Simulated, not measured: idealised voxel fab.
Process module, titled voxel released beams
Shown is cross-section cut, with a width of 290 nm and square cells of size 5 nm.
Cross-section spec: square-cell grid; bands listed top down; each band is one or more rows. The band entry comprises the height of the band's top followed by the height of its bottom, expressed in nm, and subsequently the band's materials from left to right, each stated together with its width in nm. Where a single material is marked with the word "everywhere", that material fills the band from edge to edge. The word "air" represents empty space. We count height from 0. Below that, the starting wafer is all one material. The lowest band never ends at the bottom but goes on down; see "0 down" for how that is written. Note: "30 to 40" means the width goes from the first number (top row of the band) to the second number (bottom row) in equal steps per row of cells. Step note "nothing was modified" = no cross-section cell changed. "Closed void table" means: voids of 8 cells or more that are shut off from the top with no open way through. Written width x height at distance, distance from the left edge, in nm. It should be noted that, on the line of a given step, the content following the step's settings is a remark produced by the simulator itself with respect to that step. The optional step-line setting "overlay nm" applies to steps with a mask and quantifies how far to the right of its planned location the mask lay, a negative value indicating leftward placement.
# Planned process steps
step 1: RECEIVE | material Si
step 2: CONFORMAL_DEP | material SiN | thk nm 10
step 3: DIRECTIONAL_DEP | material SiO2 | thk nm 10
step 4: MASKED_ETCH | tone open | mask id ANCHOR | width nm 40 | etch materials SiO2 | depth nm 10 | overlay nm 0
step 5: CONFORMAL_DEP | material TiN | thk nm 15
step 6: DIRECTIONAL_DEP | material aC | thk nm 15
step 7: PATTERN | tone cover | mask id BEAM | material resist | width nm 100 | thk nm 35 | overlay nm 0
step 8: DIRECTIONAL_ETCH | etch materials aC | depth nm 15
step 9: STRIP | etch materials resist
step 10: DIRECTIONAL_ETCH | etch materials TiN | depth nm 15
step 11: STRIP | etch materials aC
step 12: STRIP | etch materials SiO2
# The cross-section here shows the wafer as received, i.e. in its state after step 1
* 0 down  Si everywhere
* Closed void table: none
# Wafer cross-section at end of module: start and plan as shown above, one execution error
* 35 to 25  air 90; TiN 60; air 140
* 25 to 20  air 90; TiN 100; air 100
* 20 to 10  air 80; TiN 15; SiO2 40; TiN 55; air 100
* 10 to 0  SiN everywhere
* 0 down  Si everywhere
* Closed void table: none
In executing the process, a mistake was made relative to the plan: so step 4 ended up running with a different setting than we planned, it ran as MASKED_ETCH | tone cover | mask id ANCHOR | width nm 40 | etch materials SiO2 | depth nm 10 | overlay nm 0
